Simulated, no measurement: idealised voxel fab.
A process module follows: voxel transistor to metal.
Cross-sectional view cut (width: 185 nm; square cell size: 5 nm).
Heads up, the way a cross-section reads in here is a grid of square cells, handed over as bands from the top down, with every band being one or more rows of cells. Band: top and bottom heights (nm) first, top before bottom; then materials from left to right, widths in nm. "all across" marks a sole material filling the band edge to edge. "blank" denotes empty space. Counting heights begins at 0, where everything beneath is, in the wafer as received, one material. The lowest band has no bottom; it goes on downwards, as "0 and below" shows. When a width is written as two numbers, as in "30..40", the first number is the width in the top row of cells of the band and the second is the width in its bottom row, and the width changes by the same amount from each row to the next. The designation "remained unchanged", where it is given for a processing step, indicates that no cell of the cross-section was altered in the course of that step. Closed empty spaces (no open way to the top) of 8 cells or more are what "Sealed void list" lists, each as width x height at distance from the left edge, nm for all three. Formally, on a step line, whatever follows the settings is a remark that the simulator itself makes on the step. What "overlay nm" on a step's line means: if the step has a mask, that mask lay this far to the right of its planned place, or, when the value is negative, to the left. What follows is a series of pairs. Each pair shows a cross-section before one process step and the cross-section after it, and the after view is drawn only down to the lowest band that changed. Beneath each pair is the step that lies between the two, with its settings. Pairs may come from different runs of this module on the same starting wafer, so a pair continues from the one above it only where its entry headed "Before the process" says so.

Before the process
- 25 down to 15: 40 SiO2  15 blank  75 SiO2  15 blank  40 SiO2
- 15 down to 5: 40 SiO2  15 blank  10 SiO2  10 SiN  5 TiN  25 W  5 TiN  10 SiN  10 SiO2  15 blank  40 SiO2
- 5 down to 0: 40 SiO2  10 blank  15 pSi  10 SiN  5 TiN  25 W  5 TiN  10 SiN  15 pSi  10 blank  40 SiO2
- 0 down to -5: 30 SiO2  10 SiN  10 blank  15 pSi  10 SiN  5 TiN  25 W  5 TiN  10 SiN  15 pSi  10 blank  10 SiN  30 SiO2
- -5 down to -10: 40 SiO2  25 pSi  5 SiO2  45 TiN  5 SiO2  25 pSi  40 SiO2
- -10 down to -20: 40 SiO2  25 pSi  55 Si  25 pSi  40 SiO2
- -20 down to -45: 40 SiO2  105 Si  40 SiO2
- -45 and below: Si all across
- Sealed void list: none

Section After Processing
- 30 down to 25: 45 TiN  5 blank  85 TiN  5 blank  45 TiN
- 25 down to 15: 40 SiO2  5 TiN  5 blank  5 TiN  75 SiO2  5 TiN  5 blank  5 TiN  40 SiO2
- 15 down to 10: 40 SiO2  5 TiN  5 blank  5 TiN  10 SiO2  10 SiN  5 TiN  25 W  5 TiN  10 SiN  10 SiO2  5 TiN  5 blank  5 TiN  40 SiO2
- 10 down to 5: 40 SiO2  15 TiN  10 SiO2  10 SiN  5 TiN  25 W  5 TiN  10 SiN  10 SiO2  15 TiN  40 SiO2
- 5 down to 0: 40 SiO2  10 TiN  15 pSi  10 SiN  5 TiN  25 W  5 TiN  10 SiN  15 pSi  10 TiN  40 SiO2
- 0 down to -5: 30 SiO2  10 SiN  10 TiN  15 pSi  10 SiN  5 TiN  25 W  5 TiN  10 SiN  15 pSi  10 TiN  10 SiN  30 SiO2
- Nothing below the height -5 has changed.
- Sealed void list: none
The process step separating the two cross-sections depicted above is as follows: CONFORMAL_DEP,material TiN,thk nm 5

Before the process: Reference is made to the cross-section shown after the step in the pair directly above, which represents the state prior to this step.

Section After Processing
- 40 down to 30: W all across
- 30 down to 25: 45 TiN  5 W  85 TiN  5 W  45 TiN
- 25 down to 15: 40 SiO2  5 TiN  5 W  5 TiN  75 SiO2  5 TiN  5 W  5 TiN  40 SiO2
- 15 down to 10: 40 SiO2  5 TiN  5 W  5 TiN  10 SiO2  10 SiN  5 TiN  25 W  5 TiN  10 SiN  10 SiO2  5 TiN  5 W  5 TiN  40 SiO2
- Nothing below the height 10 has changed.
- Sealed void list: none
The process step separating the two cross-sections depicted above is as follows: FILL_DEP,material W,thk nm 10

Before the process: Reference is made to the cross-section shown after the step in the pair directly above, which represents the state prior to this step.

Section After Processing
- 25 down to 15: 40 SiO2  5 TiN  5 W  5 TiN  75 SiO2  5 TiN  5 W  5 TiN  40 SiO2
- Nothing below the height 15 has changed.
- Sealed void list: none
The process step separating the two cross-sections depicted above is as follows: CMP,height nm 25

Before the process: Reference is made to the cross-section shown after the step in the pair directly above, which represents the state prior to this step.

Section After Processing
- 30 down to 25: TiN all across
- Nothing below the height 25 has changed.
- Sealed void list: none
The process step separating the two cross-sections depicted above is as follows: DIRECTIONAL_DEP,material TiN,thk nm 5

Before the process: Reference is made to the cross-section shown after the step in the pair directly above, which represents the state prior to this step.

Section After Processing
- 50 down to 30: Ru all across
- Nothing below the height 30 has changed.
- Sealed void list: none
The process step separating the two cross-sections depicted above is as follows: DIRECTIONAL_DEP,material Ru,thk nm 20

Before the process: Reference is made to the cross-section shown after the step in the pair directly above, which represents the state prior to this step.

Section After Processing
- 50 down to 30: 40 blank  15 Ru  75 blank  15 Ru  40 blank
- Nothing below the height 30 has changed.
- Sealed void list: none
The process step separating the two cross-sections depicted above is as follows: MASKED_ETCH,tone cover,mask id METAL_1,width nm 15,pitch nm 90,etch materials Ru,depth nm 20,overlay nm 0

Before the process: Reference is made to the cross-section shown after the step in the pair directly above, which represents the state prior to this step.

Section After Processing
- 50 down to 30: 40 blank  15 Ru  75 blank  15 Ru  40 blank
- 30 down to 25: 40 blank  15 TiN  75 blank  15 TiN  40 blank
- Nothing below the height 25 has changed.
- Sealed void list: none
The process step separating the two cross-sections depicted above is as follows: MASKED_ETCH,tone cover,mask id METAL_1,width nm 15,pitch nm 90,etch materials TiN,depth nm 5,overlay nm 0

Before the process: Reference is made to the cross-section shown after the step in the pair directly above, which represents the state prior to this step.

Section After Processing
- 55 down to 50: 35 blank  25 SiN  65 blank  25 SiN  35 blank
- 50 down to 30: 35 blank  5 SiN  15 Ru  5 SiN  65 blank  5 SiN  15 Ru  5 SiN  35 blank
- 30 down to 25: 40 SiN  15 TiN  75 SiN  15 TiN  40 SiN
- Nothing below the height 25 has changed.
- Sealed void list: none
The process step separating the two cross-sections depicted above is as follows: CONFORMAL_DEP,material SiN,thk nm 5

Before the process: Reference is made to the cross-section shown after the step in the pair directly above, which represents the state prior to this step.

Section After Processing
- 65 down to 55: SiO2 all across
- 55 down to 50: 35 SiO2  25 SiN  65 SiO2  25 SiN  35 SiO2
- 50 down to 30: 35 SiO2  5 SiN  15 Ru  5 SiN  65 SiO2  5 SiN  15 Ru  5 SiN  35 SiO2
- Nothing below the height 30 has changed.
- Sealed void list: none
The process step separating the two cross-sections depicted above is as follows: FILL_DEP,material SiO2,thk nm 10

Before the process: Reference is made to the cross-section shown after the step in the pair directly above, which represents the state prior to this step.

Section After Processing
- 50 down to 30: 35 SiO2  5 SiN  15 Ru  5 SiN  65 SiO2  5 SiN  15 Ru  5 SiN  35 SiO2
- Nothing below the height 30 has changed.
- Sealed void list: none
The process step separating the two cross-sections depicted above is as follows: CMP,height nm 50

Before the process: Reference is made to the cross-section shown after the step in the pair directly above, which represents the state prior to this step.

Section After Processing
- 55 down to 50: SiCN all across
- Nothing below the height 50 has changed.
- Sealed void list: none
The process step separating the two cross-sections depicted above is as follows: CONFORMAL_DEP,material SiCN,thk nm 5

Before the process
- 30 down to 20: 65 blank  10 SiN  35 SiCN  10 SiN  65 blank
- 20 down to 5: 65 blank  10 SiN  35 polySi  10 SiN  65 blank
- 5 down to 0: 50 blank  15 pSi  10 SiN  35 polySi  10 SiN  15 pSi  50 blank
- 0 down to -5: 30 blank  10 SiN  10 blank  15 pSi  10 SiN  35 polySi  10 SiN  15 pSi  10 blank  10 SiN  30 blank
- -5 down to -10: 40 SiO2  25 pSi  55 SiO2  25 pSi  40 SiO2
- -10 down to -20: 40 SiO2  25 pSi  55 Si  25 pSi  40 SiO2
- -20 down to -45: 40 SiO2  105 Si  40 SiO2
- -45 and below: Si all across
- Sealed void list: none

Section After Processing
- 30 down to 20: 65 blank  10 SiN  35 SiCN  10 SiN  65 blank
- 20 down to 10: 35 blank  30 pSi  10 SiN  35 polySi  10 SiN  30 pSi  35 blank
- 10 down to 0: 30 blank  35 pSi  10 SiN  35 polySi  10 SiN  35 pSi  30 blank
- 0 down to -5: 30 blank  10 SiN  25 pSi  10 SiN  35 polySi  10 SiN  25 pSi  10 SiN  30 blank
- Nothing below the height -5 has changed.
- Sealed void list: none
The process step separating the two cross-sections depicted above is as follows: EPI,material pSi,thk nm 15

Before the process: Reference is made to the cross-section shown after the step in the pair directly above, which represents the state prior to this step.

Section After Processing
- 35 down to 30: SiO2 all across
- 30 down to 20: 65 SiO2  10 SiN  35 SiCN  10 SiN  65 SiO2
- 20 down to 10: 35 SiO2  30 pSi  10 SiN  35 polySi  10 SiN  30 pSi  35 SiO2
- 10 down to 0: 30 SiO2  35 pSi  10 SiN  35 polySi  10 SiN  35 pSi  30 SiO2
- 0 down to -5: 30 SiO2  10 SiN  25 pSi  10 SiN  35 polySi  10 SiN  25 pSi  10 SiN  30 SiO2
- Nothing below the height -5 has changed.
- Sealed void list: none
The process step separating the two cross-sections depicted above is as follows: FILL_DEP,material SiO2,thk nm 5

Before the process: Reference is made to the cross-section shown after the step in the pair directly above, which represents the state prior to this step.

Section After Processing
- 20 down to 10: 35 SiO2  30 pSi  10 SiN  35 polySi  10 SiN  30 pSi  35 SiO2
- Nothing below the height 10 has changed.
- Sealed void list: none
The process step separating the two cross-sections depicted above is as follows: CMP,height nm 20

Before the process: Reference is made to the cross-section shown after the step in the pair directly above, which represents the state prior to this step.

Section After Processing
- 20 down to 10: 35 SiO2  30 pSi  10 SiN  35 blank  10 SiN  30 pSi  35 SiO2
- 10 down to 0: 30 SiO2  35 pSi  10 SiN  35 blank  10 SiN  35 pSi  30 SiO2
- 0 down to -5: 30 SiO2  10 SiN  25 pSi  10 SiN  35 blank  10 SiN  25 pSi  10 SiN  30 SiO2
- Nothing below the height -5 has changed.
- Sealed void list: none
The process step separating the two cross-sections depicted above is as follows: STRIP,etch materials polySi

Before the process: Reference is made to the cross-section shown after the step in the pair directly above, which represents the state prior to this step.

Section After Processing
- 20 down to 15: 35 blank  30 pSi  10 SiN  35 blank  10 SiN  30 pSi  35 blank
- 15 down to 10: 35 SiO2  30 pSi  10 SiN  35 blank  10 SiN  30 pSi  35 SiO2
- 10 down to 0: 30 SiO2  35 pSi  10 SiN  35 blank  10 SiN  35 pSi  30 SiO2
- 0 down to -5: 30 SiO2  10 SiN  25 pSi  10 SiN  35 blank  10 SiN  25 pSi  10 SiN  30 SiO2
- -5 down to -10: 40 SiO2  25 pSi  5 SiO2  45 blank  5 SiO2  25 pSi  40 SiO2
- Nothing below the height -10 has changed.
- Sealed void list: none
The process step separating the two cross-sections depicted above is as follows: SELECTIVE_ETCH,etch materials SiO2,depth nm 5

Before the process: Reference is made to the cross-section shown after the step in the pair directly above, which represents the state prior to this step.

Section After Processing
- 25 down to 20: 30 blank  50 HfO2  25 blank  50 HfO2  30 blank
- 20 down to 15: 35 HfO2  30 pSi  10 SiN  5 HfO2  25 blank  5 HfO2  10 SiN  30 pSi  35 HfO2
- 15 down to 10: 35 SiO2  30 pSi  10 SiN  5 HfO2  25 blank  5 HfO2  10 SiN  30 pSi  35 SiO2
- 10 down to 0: 30 SiO2  35 pSi  10 SiN  5 HfO2  25 blank  5 HfO2  10 SiN  35 pSi  30 SiO2
- 0 down to -5: 30 SiO2  10 SiN  25 pSi  10 SiN  5 HfO2  25 blank  5 HfO2  10 SiN  25 pSi  10 SiN  30 SiO2
- -5 down to -10: 40 SiO2  25 pSi  5 SiO2  45 HfO2  5 SiO2  25 pSi  40 SiO2
- Nothing below the height -10 has changed.
- Sealed void list: none
The process step separating the two cross-sections depicted above is as follows: CONFORMAL_DEP,material HfO2,thk nm 5

Before the process: Reference is made to the cross-section shown after the step in the pair directly above, which represents the state prior to this step.

Section After Processing
- 30 down to 25: 25 blank  60 TiN  15 blank  60 TiN  25 blank
- 25 down to 20: 30 TiN  50 HfO2  5 TiN  15 blank  5 TiN  50 HfO2  30 TiN
- 20 down to 15: 35 HfO2  30 pSi  10 SiN  5 HfO2  5 TiN  15 blank  5 TiN  5 HfO2  10 SiN  30 pSi  35 HfO2
- 15 down to 10: 35 SiO2  30 pSi  10 SiN  5 HfO2  5 TiN  15 blank  5 TiN  5 HfO2  10 SiN  30 pSi  35 SiO2
- 10 down to 0: 30 SiO2  35 pSi  10 SiN  5 HfO2  5 TiN  15 blank  5 TiN  5 HfO2  10 SiN  35 pSi  30 SiO2
- 0 down to -5: 30 SiO2  10 SiN  25 pSi  10 SiN  5 HfO2  25 TiN  5 HfO2  10 SiN  25 pSi  10 SiN  30 SiO2
- Nothing below the height -5 has changed.
- Sealed void list: none
The process step separating the two cross-sections depicted above is as follows: CONFORMAL_DEP,material TiN,thk nm 5

Before the process: Reference is made to the cross-section shown after the step in the pair directly above, which represents the state prior to this step.

Section After Processing
- 35 down to 30: W all across
- 30 down to 25: 25 W  60 TiN  15 W  60 TiN  25 W
- 25 down to 20: 30 TiN  50 HfO2  5 TiN  15 W  5 TiN  50 HfO2  30 TiN
- 20 down to 15: 35 HfO2  30 pSi  10 SiN  5 HfO2  5 TiN  15 W  5 TiN  5 HfO2  10 SiN  30 pSi  35 HfO2
- 15 down to 10: 35 SiO2  30 pSi  10 SiN  5 HfO2  5 TiN  15 W  5 TiN  5 HfO2  10 SiN  30 pSi  35 SiO2
- 10 down to 0: 30 SiO2  35 pSi  10 SiN  5 HfO2  5 TiN  15 W  5 TiN  5 HfO2  10 SiN  35 pSi  30 SiO2
- Nothing below the height 0 has changed.
- Sealed void list: none
The process step separating the two cross-sections depicted above is as follows: FILL_DEP,material W,thk nm 5

Before the process: Reference is made to the cross-section shown after the step in the pair directly above, which represents the state prior to this step.

Section After Processing
- 15 down to 10: 35 SiO2  30 pSi  10 SiN  5 HfO2  5 TiN  15 W  5 TiN  5 HfO2  10 SiN  30 pSi  35 SiO2
- Nothing below the height 10 has changed.
- Sealed void list: none
The process step separating the two cross-sections depicted above is as follows: CMP,height nm 15

Before the process: Reference is made to the cross-section shown after the step in the pair directly above, which represents the state prior to this step.

Section After Processing
- 25 down to 15: SiO2 all across
- Nothing below the height 15 has changed.
- Sealed void list: none
The process step separating the two cross-sections depicted above is as follows: DIRECTIONAL_DEP,material SiO2,thk nm 10

Before the process: Reference is made to the cross-section shown after the step in the pair directly above, which represents the state prior to this step.

Section After Processing
- 40 down to 25: aC all across
- Nothing below the height 25 has changed.
- Sealed void list: none
The process step separating the two cross-sections depicted above is as follows: DIRECTIONAL_DEP,material aC,thk nm 15

Before the process: Reference is made to the cross-section shown after the step in the pair directly above, which represents the state prior to this step.

Section After Processing
- 75 down to 40: 40 resist  15 blank  75 resist  15 blank  40 resist
- Nothing below the height 40 has changed.
- Sealed void list: none
The process step separating the two cross-sections depicted above is as follows: PATTERN,tone open,mask id CONTACT,material resist,width nm 15,pitch nm 90,thk nm 35,overlay nm 0

Before the process: Reference is made to the cross-section shown after the step in the pair directly above, which represents the state prior to this step.

Section After Processing
- 60 down to 40: 40 resist  15 blank  75 resist  15 blank  40 resist
- 40 down to 25: 40 aC  15 blank  75 aC  15 blank  40 aC
- Nothing below the height 25 has changed.
- Sealed void list: none
The process step separating the two cross-sections depicted above is as follows: DIRECTIONAL_ETCH,etch materials aC,depth nm 15

Before the process: Reference is made to the cross-section shown after the step in the pair directly above, which represents the state prior to this step.

Section After Processing
- 40 down to 25: 40 aC  15 blank  75 aC  15 blank  40 aC
- Nothing below the height 25 has changed.
- Sealed void list: none
The process step separating the two cross-sections depicted above is as follows: STRIP,etch materials resist

Before the process: Reference is made to the cross-section shown after the step in the pair directly above, which represents the state prior to this step.

Section After Processing
- 40 down to 25: 40 aC  15 blank  75 aC  15 blank  40 aC
- 25 down to 15: 40 SiO2  15 blank  75 SiO2  15 blank  40 SiO2
- Nothing below the height 15 has changed.
- Sealed void list: none
The process step separating the two cross-sections depicted above is as follows: DIRECTIONAL_ETCH,etch materials SiO2,depth nm 30

Before the process: Reference is made to the cross-section shown after the step in the pair directly above, which represents the state prior to this step.

Section After Processing
- 25 down to 15: 40 SiO2  15 blank  75 SiO2  15 blank  40 SiO2
- Nothing below the height 15 has changed.
- Sealed void list: none
The process step separating the two cross-sections depicted above is as follows: STRIP,etch materials aC

Before the process: Reference is made to the cross-section shown after the step in the pair directly above, which represents the state prior to this step.

Section After Processing
- 30 down to 25: 45 TiN  5 blank  85 TiN  5 blank  45 TiN
- 25 down to 20: 40 SiO2  5 TiN  5 blank  5 TiN  75 SiO2  5 TiN  5 blank  5 TiN  40 SiO2
- 20 down to 15: 40 SiO2  15 TiN  75 SiO2  15 TiN  40 SiO2
- Nothing below the height 15 has changed.
- Sealed void list: none
The process step separating the two cross-sections depicted above is as follows: CONFORMAL_DEP,material TiN,thk nm 5

Before the process: Reference is made to the cross-section shown after the step in the pair directly above, which represents the state prior to this step.

Section After Processing
- 40 down to 30: W all across
- 30 down to 25: 45 TiN  5 W  85 TiN  5 W  45 TiN
- 25 down to 20: 40 SiO2  5 TiN  5 W  5 TiN  75 SiO2  5 TiN  5 W  5 TiN  40 SiO2
- Nothing below the height 20 has changed.
- Sealed void list: none
The process step separating the two cross-sections depicted above is as follows: FILL_DEP,material W,thk nm 10

Before the process: Reference is made to the cross-section shown after the step in the pair directly above, which represents the state prior to this step.

Section After Processing
- 25 down to 20: 40 SiO2  5 TiN  5 W  5 TiN  75 SiO2  5 TiN  5 W  5 TiN  40 SiO2
- Nothing below the height 20 has changed.
- Sealed void list: none
The process step separating the two cross-sections depicted above is as follows: CMP,height nm 25

Before the process: Reference is made to the cross-section shown after the step in the pair directly above, which represents the state prior to this step.

Section After Processing
- 30 down to 25: TiN all across
- Nothing below the height 25 has changed.
- Sealed void list: none
The process step separating the two cross-sections depicted above is as follows: DIRECTIONAL_DEP,material TiN,thk nm 5

Before the process: Reference is made to the cross-section shown after the step in the pair directly above, which represents the state prior to this step.

Section After Processing
- 50 down to 30: Ru all across
- Nothing below the height 30 has changed.
- Sealed void list: none
The process step separating the two cross-sections depicted above is as follows: DIRECTIONAL_DEP,material Ru,thk nm 20

Before the process: Reference is made to the cross-section shown after the step in the pair directly above, which represents the state prior to this step.

Section After Processing
- 50 down to 30: 40 blank  15 Ru  75 blank  15 Ru  40 blank
- Nothing below the height 30 has changed.
- Sealed void list: none
The process step separating the two cross-sections depicted above is as follows: MASKED_ETCH,tone cover,mask id METAL_1,width nm 15,pitch nm 90,etch materials Ru,depth nm 20,overlay nm 0

Before the process: Reference is made to the cross-section shown after the step in the pair directly above, which represents the state prior to this step.

Section After Processing
- 50 down to 30: 40 blank  15 Ru  75 blank  15 Ru  40 blank
- 30 down to 25: 40 blank  15 TiN  75 blank  15 TiN  40 blank
- Nothing below the height 25 has changed.
- Sealed void list: none
The process step separating the two cross-sections depicted above is as follows: MASKED_ETCH,tone cover,mask id METAL_1,width nm 15,pitch nm 90,etch materials TiN,depth nm 5,overlay nm 0

Before the process: Reference is made to the cross-section shown after the step in the pair directly above, which represents the state prior to this step.

Section After Processing
- 55 down to 50: 35 blank  25 SiN  65 blank  25 SiN  35 blank
- 50 down to 30: 35 blank  5 SiN  15 Ru  5 SiN  65 blank  5 SiN  15 Ru  5 SiN  35 blank
- 30 down to 25: 40 SiN  15 TiN  75 SiN  15 TiN  40 SiN
- Nothing below the height 25 has changed.
- Sealed void list: none
The process step separating the two cross-sections depicted above is as follows: CONFORMAL_DEP,material SiN,thk nm 5

Before the process: Reference is made to the cross-section shown after the step in the pair directly above, which represents the state prior to this step.

Section After Processing
- 65 down to 55: SiO2 all across
- 55 down to 50: 35 SiO2  25 SiN  65 SiO2  25 SiN  35 SiO2
- 50 down to 30: 35 SiO2  5 SiN  15 Ru  5 SiN  65 SiO2  5 SiN  15 Ru  5 SiN  35 SiO2
- Nothing below the height 30 has changed.
- Sealed void list: none
The process step separating the two cross-sections depicted above is as follows: FILL_DEP,material SiO2,thk nm 10

Before the process: Reference is made to the cross-section shown after the step in the pair directly above, which represents the state prior to this step.

Section After Processing
- 50 down to 30: 35 SiO2  5 SiN  15 Ru  5 SiN  65 SiO2  5 SiN  15 Ru  5 SiN  35 SiO2
- Nothing below the height 30 has changed.
- Sealed void list: none
The process step separating the two cross-sections depicted above is as follows: CMP,height nm 50

Before the process: Reference is made to the cross-section shown after the step in the pair directly above, which represents the state prior to this step.

Section After Processing
- 55 down to 50: SiCN all across
- Nothing below the height 50 has changed.
- Sealed void list: none
The process step separating the two cross-sections depicted above is as follows: CONFORMAL_DEP,material SiCN,thk nm 5

Before the process
- 25 down to 15: 40 SiO2  5 TiN  5 W  5 TiN  75 SiO2  5 TiN  5 W  5 TiN  40 SiO2
- 15 down to 10: 40 SiO2  5 TiN  5 W  5 TiN  10 SiO2  10 SiN  5 HfO2  5 TiN  15 W  5 TiN  5 HfO2  10 SiN  10 SiO2  5 TiN  5 W  5 TiN  40 SiO2
- 10 down to 5: 40 SiO2  15 TiN  10 SiO2  10 SiN  5 HfO2  5 TiN  15 W  5 TiN  5 HfO2  10 SiN  10 SiO2  15 TiN  40 SiO2
- 5 down to 0: 40 SiO2  10 TiN  15 pSi  10 SiN  5 HfO2  5 TiN  15 W  5 TiN  5 HfO2  10 SiN  15 pSi  10 TiN  40 SiO2
- 0 down to -5: 30 SiO2  10 SiN  10 TiN  15 pSi  10 SiN  5 HfO2  25 TiN  5 HfO2  10 SiN  15 pSi  10 TiN  10 SiN  30 SiO2
- -5 down to -10: 40 SiO2  25 pSi  5 SiO2  45 HfO2  5 SiO2  25 pSi  40 SiO2
- -10 down to -20: 40 SiO2  25 pSi  55 Si  25 pSi  40 SiO2
- -20 down to -45: 40 SiO2  105 Si  40 SiO2
- -45 and below: Si all across
- Sealed void list: none

Section After Processing
- 45 down to 25: Ru all across
- Nothing below the height 25 has changed.
- Sealed void list: none
The process step separating the two cross-sections depicted above is as follows: DIRECTIONAL_DEP,material Ru,thk nm 20

Before the process: Reference is made to the cross-section shown after the step in the pair directly above, which represents the state prior to this step.

Section After Processing
- 50 down to 45: TiN all across
- Nothing below the height 45 has changed.
- Sealed void list: none
The process step separating the two cross-sections depicted above is as follows: DIRECTIONAL_DEP,material TiN,thk nm 5

Before the process: Reference is made to the cross-section shown after the step in the pair directly above, which represents the state prior to this step.

Section After Processing
- 50 down to 45: 40 blank  15 TiN  75 blank  15 TiN  40 blank
- Nothing below the height 45 has changed.
- Sealed void list: none
The process step separating the two cross-sections depicted above is as follows: MASKED_ETCH,tone cover,mask id METAL_1,width nm 15,pitch nm 90,etch materials TiN,depth nm 5,overlay nm 0

Before the process: Reference is made to the cross-section shown after the step in the pair directly above, which represents the state prior to this step.

Section After Processing
- 55 down to 50: 35 blank  25 SiN  65 blank  25 SiN  35 blank
- 50 down to 45: 40 SiN  15 TiN  75 SiN  15 TiN  40 SiN
- Nothing below the height 45 has changed.
- Sealed void list: none
The process step separating the two cross-sections depicted above is as follows: CONFORMAL_DEP,material SiN,thk nm 5

Before the process: Reference is made to the cross-section shown after the step in the pair directly above, which represents the state prior to this step.

Section After Processing
- 65 down to 55: SiO2 all across
- 55 down to 50: 35 SiO2  25 SiN  65 SiO2  25 SiN  35 SiO2
- Nothing below the height 50 has changed.
- Sealed void list: none
The process step separating the two cross-sections depicted above is as follows: FILL_DEP,material SiO2,thk nm 10

Before the process: Reference is made to the cross-section shown after the step in the pair directly above, which represents the state prior to this step.

Section After Processing
- 50 down to 45: 40 SiN  15 TiN  75 SiN  15 TiN  40 SiN
- Nothing below the height 45 has changed.
- Sealed void list: none
The process step separating the two cross-sections depicted above is as follows: CMP,height nm 50

Before the process: Reference is made to the cross-section shown after the step in the pair directly above, which represents the state prior to this step.

Section After Processing
- 55 down to 50: SiCN all across
- Nothing below the height 50 has changed.
- Sealed void list: none
The process step separating the two cross-sections depicted above is as follows: CONFORMAL_DEP,material SiCN,thk nm 5

Before the process
- 30 down to 25: TiN all across
- 25 down to 15: 40 SiO2  5 TiN  5 W  5 TiN  75 SiO2  5 TiN  5 W  5 TiN  40 SiO2
- 15 down to 10: 40 SiO2  5 TiN  5 W  5 TiN  10 SiO2  10 SiN  5 HfO2  5 TiN  15 W  5 TiN  5 HfO2  10 SiN  10 SiO2  5 TiN  5 W  5 TiN  40 SiO2
- 10 down to 5: 40 SiO2  15 TiN  10 SiO2  10 SiN  5 HfO2  5 TiN  15 W  5 TiN  5 HfO2  10 SiN  10 SiO2  15 TiN  40 SiO2
- 5 down to 0: 40 SiO2  10 TiN  15 pSi  10 SiN  5 HfO2  5 TiN  15 W  5 TiN  5 HfO2  10 SiN  15 pSi  10 TiN  40 SiO2
- 0 down to -5: 30 SiO2  10 SiN  10 TiN  15 pSi  10 SiN  5 HfO2  25 TiN  5 HfO2  10 SiN  15 pSi  10 TiN  10 SiN  30 SiO2
- -5 down to -10: 40 SiO2  25 pSi  5 SiO2  45 HfO2  5 SiO2  25 pSi  40 SiO2
- -10 down to -20: 40 SiO2  25 pSi  55 Si  25 pSi  40 SiO2
- -20 down to -45: 40 SiO2  105 Si  40 SiO2
- -45 and below: Si all across
- Sealed void list: none

Section After Processing
- 45 down to 30: Ru all across
- Nothing below the height 30 has changed.
- Sealed void list: none
The process step separating the two cross-sections depicted above is as follows: DIRECTIONAL_DEP,material Ru,thk nm 15

Before the process: Reference is made to the cross-section shown after the step in the pair directly above, which represents the state prior to this step.

Section After Processing
- 45 down to 30: 40 blank  15 Ru  75 blank  15 Ru  40 blank
- Nothing below the height 30 has changed.
- Sealed void list: none
The process step separating the two cross-sections depicted above is as follows: MASKED_ETCH,tone cover,mask id METAL_1,width nm 15,pitch nm 90,etch materials Ru,depth nm 20,overlay nm 0

Before the process: Reference is made to the cross-section shown after the step in the pair directly above, which represents the state prior to this step.

Section After Processing
- 45 down to 30: 40 blank  15 Ru  75 blank  15 Ru  40 blank
- 30 down to 25: 40 blank  15 TiN  75 blank  15 TiN  40 blank
- Nothing below the height 25 has changed.
- Sealed void list: none
The process step separating the two cross-sections depicted above is as follows: MASKED_ETCH,tone cover,mask id METAL_1,width nm 15,pitch nm 90,etch materials TiN,depth nm 5,overlay nm 0

Before the process: Reference is made to the cross-section shown after the step in the pair directly above, which represents the state prior to this step.

Section After Processing
- 50 down to 45: 35 blank  25 SiN  65 blank  25 SiN  35 blank
- 45 down to 30: 35 blank  5 SiN  15 Ru  5 SiN  65 blank  5 SiN  15 Ru  5 SiN  35 blank
- 30 down to 25: 40 SiN  15 TiN  75 SiN  15 TiN  40 SiN
- Nothing below the height 25 has changed.
- Sealed void list: none
The process step separating the two cross-sections depicted above is as follows: CONFORMAL_DEP,material SiN,thk nm 5

Before the process: Reference is made to the cross-section shown after the step in the pair directly above, which represents the state prior to this step.

Section After Processing
- 60 down to 50: SiO2 all across
- 50 down to 45: 35 SiO2  25 SiN  65 SiO2  25 SiN  35 SiO2
- 45 down to 30: 35 SiO2  5 SiN  15 Ru  5 SiN  65 SiO2  5 SiN  15 Ru  5 SiN  35 SiO2
- Nothing below the height 30 has changed.
- Sealed void list: none
The process step separating the two cross-sections depicted above is as follows: FILL_DEP,material SiO2,thk nm 10

Before the process: Reference is made to the cross-section shown after the step in the pair directly above, which represents the state prior to this step.

Section After Processing
- 50 down to 45: 35 SiO2  25 SiN  65 SiO2  25 SiN  35 SiO2
- Nothing below the height 45 has changed.
- Sealed void list: none
The process step separating the two cross-sections depicted above is as follows: CMP,height nm 50

Before the process: Reference is made to the cross-section shown after the step in the pair directly above, which represents the state prior to this step.

Section After Processing
- 55 down to 50: SiCN all across
- Nothing below the height 50 has changed.
- Sealed void list: none
The process step separating the two cross-sections depicted above is as follows: CONFORMAL_DEP,material SiCN,thk nm 5

Before the process
- 50 down to 30: Ru all across
- 30 down to 25: TiN all across
- 25 down to 15: 40 SiO2  5 TiN  5 W  5 TiN  75 SiO2  5 TiN  5 W  5 TiN  40 SiO2
- 15 down to 10: 40 SiO2  5 TiN  5 W  5 TiN  10 SiO2  10 SiN  5 HfO2  5 TiN  15 W  5 TiN  5 HfO2  10 SiN  10 SiO2  5 TiN  5 W  5 TiN  40 SiO2
- 10 down to 5: 40 SiO2  15 TiN  10 SiO2  10 SiN  5 HfO2  5 TiN  15 W  5 TiN  5 HfO2  10 SiN  10 SiO2  15 TiN  40 SiO2
- 5 down to 0: 40 SiO2  10 TiN  15 pSi  10 SiN  5 HfO2  5 TiN  15 W  5 TiN  5 HfO2  10 SiN  15 pSi  10 TiN  40 SiO2
- 0 down to -5: 30 SiO2  10 SiN  10 TiN  15 pSi  10 SiN  5 HfO2  25 TiN  5 HfO2  10 SiN  15 pSi  10 TiN  10 SiN  30 SiO2
- -5 down to -10: 40 SiO2  25 pSi  5 SiO2  45 HfO2  5 SiO2  25 pSi  40 SiO2
- -10 down to -20: 40 SiO2  25 pSi  55 Si  25 pSi  40 SiO2
- -20 down to -45: 40 SiO2  105 Si  40 SiO2
- -45 and below: Si all across
- Sealed void list: none

Section After Processing
- 50 down to 30: 40 blank  20 Ru  70 blank  20 Ru  35 blank
- Nothing below the height 30 has changed.
- Sealed void list: none
The process step separating the two cross-sections depicted above is as follows: MASKED_ETCH,tone cover,mask id METAL_1,width nm 20,pitch nm 90,etch materials Ru,depth nm 20,overlay nm 0

Before the process: Reference is made to the cross-section shown after the step in the pair directly above, which represents the state prior to this step.

Section After Processing
- 50 down to 30: 40 blank  20 Ru  70 blank  20 Ru  35 blank
- 30 down to 25: 40 blank  20 TiN  70 blank  20 TiN  35 blank
- Nothing below the height 25 has changed.
- Sealed void list: none
The process step separating the two cross-sections depicted above is as follows: MASKED_ETCH,tone cover,mask id METAL_1,width nm 15,pitch nm 90,etch materials TiN,depth nm 5,overlay nm 0

Before the process: Reference is made to the cross-section shown after the step in the pair directly above, which represents the state prior to this step.

Section After Processing
- 55 down to 50: 35 blank  30 SiN  60 blank  30 SiN  30 blank
- 50 down to 30: 35 blank  5 SiN  20 Ru  5 SiN  60 blank  5 SiN  20 Ru  5 SiN  30 blank
- 30 down to 25: 40 SiN  20 TiN  70 SiN  20 TiN  35 SiN
- Nothing below the height 25 has changed.
- Sealed void list: none
The process step separating the two cross-sections depicted above is as follows: CONFORMAL_DEP,material SiN,thk nm 5
